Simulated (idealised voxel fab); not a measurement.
Process module, titled voxel double patterning
Each square cell in cross-section cut measures 5 nm, and the section as a whole is 240 nm wide.
Each cross-section below is a grid of square cells, stated as bands in top-down order, with one or more rows of cells making up each band.
Heights first: top, then bottom, in nm. Then materials, left to right, each with a width in nm. "all across" on a single material: fills the band edge to edge. "air": empty space.
The level at which height equals 0 is the one under which the wafer, as it arrives, is entirely one material. No lower edge exists for the bottom band, which continues downward and is notated as in "0 down".
The notation "30->40" denotes a width that varies across the rows of cells in the band, beginning at the first number in the top row, finishing at the second number in the bottom row, and changing by an identical amount from each row to the next.
"nothing got changed" (step): cross-section cells unchanged, all of them.
Listed in "Enclosed internal voids": every empty space of 8 or more cells without an open way to the top. Form: width x height at distance, the distance being from the left edge, all in nm.
Step line, after settings: the simulator's comment on this step.
overlay nm, on a step with a mask: how far to the right of its planned place the mask lay; to the left if negative
-- The planned process steps are enumerated hereunder
1 RECEIVE: material Si
2 CONFORMAL_DEP: material SiO2, thk nm 10
3 DIRECTIONAL_DEP: material W, thk nm 15
4 DIRECTIONAL_DEP: material SiCN, thk nm 5
5 PATTERN: tone open, mask id FIRST, material resist, width nm 15, pitch nm 50, thk nm 15, overlay nm 0
6 DIRECTIONAL_ETCH: etch materials SiCN, depth nm 5
7 STRIP: etch materials resist
8 MASKED_ETCH: tone open, mask id SECOND, width nm 15, pitch nm 50, etch materials SiCN, depth nm 5, overlay nm 0
9 DIRECTIONAL_ETCH: etch materials W, depth nm 15
10 STRIP: etch materials SiCN
-- First wafer of two (run as planned)
-- This is the cross-section of the wafer as we received it, i.e. after step 1
0 down  Si all across
Enclosed internal voids: none
-- Cross-sectional representation of the wafer at the conclusion of step 2
10 to 0  SiO2 all across
Nothing below the height 0 has changed.
-- Cross-sectional representation of the wafer at the conclusion of step 3
25 to 10  W all across
Nothing below the height 10 has changed.
-- Cross-sectional representation of the wafer at the conclusion of step 4
30 to 25  SiCN all across
Nothing below the height 25 has changed.
-- Cross-sectional representation of the wafer at the conclusion of step 5
45 to 30  60 of resist, then 15 of air, then 35 of resist, then 15 of air, then 35 of resist, then 15 of air, then 65 of resist
Nothing below the height 30 has changed.
-- Cross-sectional representation of the wafer at the conclusion of step 6
45 to 30  60 of resist, then 15 of air, then 35 of resist, then 15 of air, then 35 of resist, then 15 of air, then 65 of resist
30 to 25  60 of SiCN, then 15 of air, then 35 of SiCN, then 15 of air, then 35 of SiCN, then 15 of air, then 65 of SiCN
Nothing below the height 25 has changed.
-- Cross-sectional representation of the wafer at the conclusion of step 7
30 to 25  60 of SiCN, then 15 of air, then 35 of SiCN, then 15 of air, then 35 of SiCN, then 15 of air, then 65 of SiCN
Nothing below the height 25 has changed.
-- Cross-sectional representation of the wafer at the conclusion of step 8
30 to 25  60 of SiCN, then 15 of air, then 10 of SiCN, then 15 of air, then 10 of SiCN, then 15 of air, then 10 of SiCN, then 15 of air, then 10 of SiCN, then 15 of air, then 65 of SiCN
Nothing below the height 25 has changed.
-- Cross-sectional representation of the wafer at the conclusion of step 9
30 to 25  60 of SiCN, then 15 of air, then 10 of SiCN, then 15 of air, then 10 of SiCN, then 15 of air, then 10 of SiCN, then 15 of air, then 10 of SiCN, then 15 of air, then 65 of SiCN
25 to 10  60 of W, then 15 of air, then 10 of W, then 15 of air, then 10 of W, then 15 of air, then 10 of W, then 15 of air, then 10 of W, then 15 of air, then 65 of W
Nothing below the height 10 has changed.
-- Cross-sectional representation of the wafer at the conclusion of step 10
25 to 10  60 of W, then 15 of air, then 10 of W, then 15 of air, then 10 of W, then 15 of air, then 10 of W, then 15 of air, then 10 of W, then 15 of air, then 65 of W
Nothing below the height 10 has changed.
-- The second wafer: identical to the first at the outset and in its planned sequence, differing only in that one mistake was made during processing; up to and including step 7, its path is the first wafer's path
-- Second wafer profile in section, at the moment step 8 of the plan was meant to be complete
30 to 25  60 of SiCN, then 15 of air, then 5 of SiCN, then 15 of air, then 15 of SiCN, then 15 of air, then 5 of SiCN, then 15 of air, then 15 of SiCN, then 15 of air, then 65 of SiCN
Nothing below the height 25 has changed.
-- Second wafer profile in section, at the moment step 9 of the plan was meant to be complete
30 to 25  60 of SiCN, then 15 of air, then 5 of SiCN, then 15 of air, then 15 of SiCN, then 15 of air, then 5 of SiCN, then 15 of air, then 15 of SiCN, then 15 of air, then 65 of SiCN
25 to 10  60 of W, then 15 of air, then 5 of W, then 15 of air, then 15 of W, then 15 of air, then 5 of W, then 15 of air, then 15 of W, then 15 of air, then 65 of W
Nothing below the height 10 has changed.
-- Second wafer profile in section, at the moment step 10 of the plan was meant to be complete
25 to 10  60 of W, then 15 of air, then 5 of W, then 15 of air, then 15 of W, then 15 of air, then 5 of W, then 15 of air, then 15 of W, then 15 of air, then 65 of W
Nothing below the height 10 has changed.
It is concluded that the wafer was processed incorrectly with respect to the plan, in that rather than as planned, step 8 actually ran as MASKED_ETCH: tone open, mask id SECOND, width nm 15, pitch nm 50, etch materials SiCN, depth nm 5, overlay nm -5
Cell counts per material: same on both final wafers. Positions: different.
